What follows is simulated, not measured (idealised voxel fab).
process module | voxel transistor to metal
cross-section cut | 155 nm wide | cells 5 nm
A cross-section is a grid of square cells, given in bands from the top down. A band is one or more rows of cells.
Each band's line starts with the height of the band's top and of its bottom, in nm. Then come its materials from left to right, each with its width in nm. One material with "throughout" fills the band from edge to edge. "air" is empty space.
Height 0 is the level under which the wafer as received is all one material. The lowest band goes on downwards, as in "0 down".
A width such as "30 to 40" changes by the same amount from each row of cells to the next, from the band's top row to its bottom row.
"no change" after a step means that no cell of the cross-section changed.
closed voids: empty space of 8 cells or more with no open way to the top, each as width x height at its distance from the left edge, in nm
after a step's settings: what the simulator itself notes on the step
overlay nm, on a step with a mask: how far to the right of its planned place the mask lay; to the left if negative
plan
1 op RECEIVE | material Si
2 op OXIDIZE | depth nm 5
3 op CONFORMAL_DEP | material SiN | thk nm 10
4 op PATTERN | tone cover | mask id ACTIVE | material resist | width nm 110 | thk nm 15 | overlay nm 0
5 op DIRECTIONAL_ETCH | etch materials SiN | depth nm 10
6 op DIRECTIONAL_ETCH | etch materials SiO2 | depth nm 5
7 op DIRECTIONAL_ETCH | etch materials Si | depth nm 20
8 op STRIP | etch materials resist
9 op OXIDIZE | depth nm 5
10 op FILL_DEP | material SiO2 | thk nm 5
11 op CMP | height nm 10
12 op SELECTIVE_ETCH | etch materials SiO2 | depth nm 5
13 op STRIP | etch materials SiN
14 op SELECTIVE_ETCH | etch materials SiO2 | depth nm 5
15 op OXIDIZE | depth nm 5
16 op DIRECTIONAL_DEP | material polySi | thk nm 25
17 op DIRECTIONAL_DEP | material SiCN | thk nm 15
18 op DIRECTIONAL_DEP | material aC | thk nm 10
19 op PATTERN | tone cover | mask id GATE | material resist | width nm 30 | thk nm 30 | overlay nm 0
20 op DIRECTIONAL_ETCH | etch materials aC | depth nm 10
21 op STRIP | etch materials resist
22 op DIRECTIONAL_ETCH | etch materials SiCN | depth nm 25
23 op DIRECTIONAL_ETCH | etch materials polySi | depth nm 35
24 op STRIP | etch materials aC
25 op CONFORMAL_DEP | material SiO2 | thk nm 5
26 op DIRECTIONAL_ETCH | etch materials SiO2 | depth nm 5
27 op CONFORMAL_DEP | material SiN | thk nm 5
28 op DIRECTIONAL_ETCH | etch materials SiN | depth nm 5
29 op DIRECTIONAL_ETCH | etch materials SiO2 | depth nm 5
30 op DIRECTIONAL_ETCH | etch materials Si | depth nm 5
31 op EPI | material pSi | thk nm 10
32 op FILL_DEP | material SiO2 | thk nm 5
33 op CMP | height nm 20
34 op STRIP | etch materials polySi
35 op SELECTIVE_ETCH | etch materials SiO2 | depth nm 5
36 op CONFORMAL_DEP | material HfO2 | thk nm 5
37 op CONFORMAL_DEP | material TiN | thk nm 5
38 op FILL_DEP | material W | thk nm 5
39 op CMP | height nm 15
40 op DIRECTIONAL_DEP | material SiO2 | thk nm 10
41 op PATTERN | tone open | mask id CONTACT | material resist | width nm 20 | pitch nm 80 | thk nm 20 | overlay nm 0
42 op DIRECTIONAL_ETCH | etch materials SiO2 | depth nm 30
43 op STRIP | etch materials resist
44 op CONFORMAL_DEP | material TiN | thk nm 5
45 op FILL_DEP | material W | thk nm 10
46 op CMP | height nm 25
47 op DIRECTIONAL_DEP | material TiN | thk nm 5
48 op DIRECTIONAL_DEP | material W | thk nm 25
49 op PATTERN | tone cover | mask id METAL_1 | material resist | width nm 20 | pitch nm 80 | thk nm 20 | overlay nm 0
50 op DIRECTIONAL_ETCH | etch materials W | depth nm 25
51 op DIRECTIONAL_ETCH | etch materials TiN | depth nm 5
52 op STRIP | etch materials resist
53 op CONFORMAL_DEP | material SiN | thk nm 5
54 op FILL_DEP | material SiO2 | thk nm 5
55 op CMP | height nm 55
56 op CONFORMAL_DEP | material SiCN | thk nm 5
57 op DIRECTIONAL_DEP | material SiO2 | thk nm 35
58 op DIRECTIONAL_DEP | material aC | thk nm 10
59 op PATTERN | tone open | mask id METAL_2 | material resist | width nm 20 | pitch nm 80 | thk nm 30 | overlay nm 0
60 op DIRECTIONAL_ETCH | etch materials aC | depth nm 10
61 op STRIP | etch materials resist
62 op DIRECTIONAL_ETCH | etch materials SiO2 | depth nm 20
63 op STRIP | etch materials aC
64 op DIRECTIONAL_DEP | material aC | thk nm 15
65 op PATTERN | tone open | mask id METAL_2_HOLES | material resist | width nm 15 | pitch nm 80 | thk nm 30 | overlay nm 0
66 op DIRECTIONAL_ETCH | etch materials aC | depth nm 15
67 op STRIP | etch materials resist
68 op DIRECTIONAL_ETCH | etch materials SiO2 | depth nm 15
69 op DIRECTIONAL_ETCH | etch materials SiCN | depth nm 5
70 op STRIP | etch materials aC
71 op CONFORMAL_DEP | material TiN | thk nm 5
72 op FILL_DEP | material Cu | thk nm 10
73 op CMP | height nm 95
74 op CONFORMAL_DEP | material SiCN | thk nm 5
as received, after step 1
  0 down: Si throughout
  closed voids: none
a wafer at the end: this start, this plan, one mistake
  100 to 95: SiCN throughout
  95 to 85: SiO2 25 | TiN 5 | Cu 15 | TiN 5 | SiO2 55 | TiN 5 | Cu 15 | TiN 5 | SiO2 25
  85 to 80: SiO2 25 | TiN 5 | Cu 10 | TiN 10 | SiO2 55 | TiN 5 | Cu 10 | TiN 10 | SiO2 25
  80 to 75: SiO2 25 | TiN 20 | SiO2 60 | TiN 20 | SiO2 30
  75 to 60: SiO2 35 | TiN 10 | SiO2 70 | TiN 10 | SiO2 30
  60 to 55: SiCN 35 | TiN 10 | SiCN 70 | TiN 10 | SiCN 30
  55 to 30: SiO2 20 | SiN 5 | W 20 | SiN 5 | SiO2 50 | SiN 5 | W 20 | SiN 5 | SiO2 25
  30 to 25: SiN 25 | TiN 20 | SiN 60 | TiN 20 | SiN 30
  25 to 15: SiO2 25 | TiN 5 | W 10 | TiN 5 | SiO2 60 | TiN 5 | W 10 | TiN 5 | SiO2 30
  15 to 5: SiO2 25 | TiN 5 | W 10 | TiN 5 | SiO2 5 | SiN 5 | HfO2 5 | TiN 5 | W 20 | TiN 5 | HfO2 5 | SiN 5 | SiO2 5 | TiN 5 | W 10 | TiN 5 | SiO2 30
  5 to 0: SiO2 25 | TiN 5 | W 5 | TiN 10 | SiO2 5 | SiN 5 | HfO2 5 | TiN 5 | W 20 | TiN 5 | HfO2 5 | SiN 5 | SiO2 5 | TiN 10 | W 5 | TiN 5 | SiO2 30
  0 to -5: SiO2 20 | SiN 5 | TiN 15 | pSi 10 | SiN 5 | HfO2 5 | TiN 30 | HfO2 5 | SiN 5 | pSi 10 | TiN 15 | SiN 5 | SiO2 25
  -5 to -10: SiO2 25 | pSi 25 | SiO2 5 | HfO2 40 | SiO2 5 | pSi 25 | SiO2 30
  -10 to -15: SiO2 25 | pSi 25 | Si 50 | pSi 25 | SiO2 30
  -15 to -30: SiO2 25 | Si 100 | SiO2 30
  -30 down: Si throughout
  closed voids: none
what went wrong: step 65 ran as: op PATTERN | tone open | mask id METAL_2_HOLES | material resist | width nm 15 | pitch nm 80 | thk nm 30 | overlay nm 10
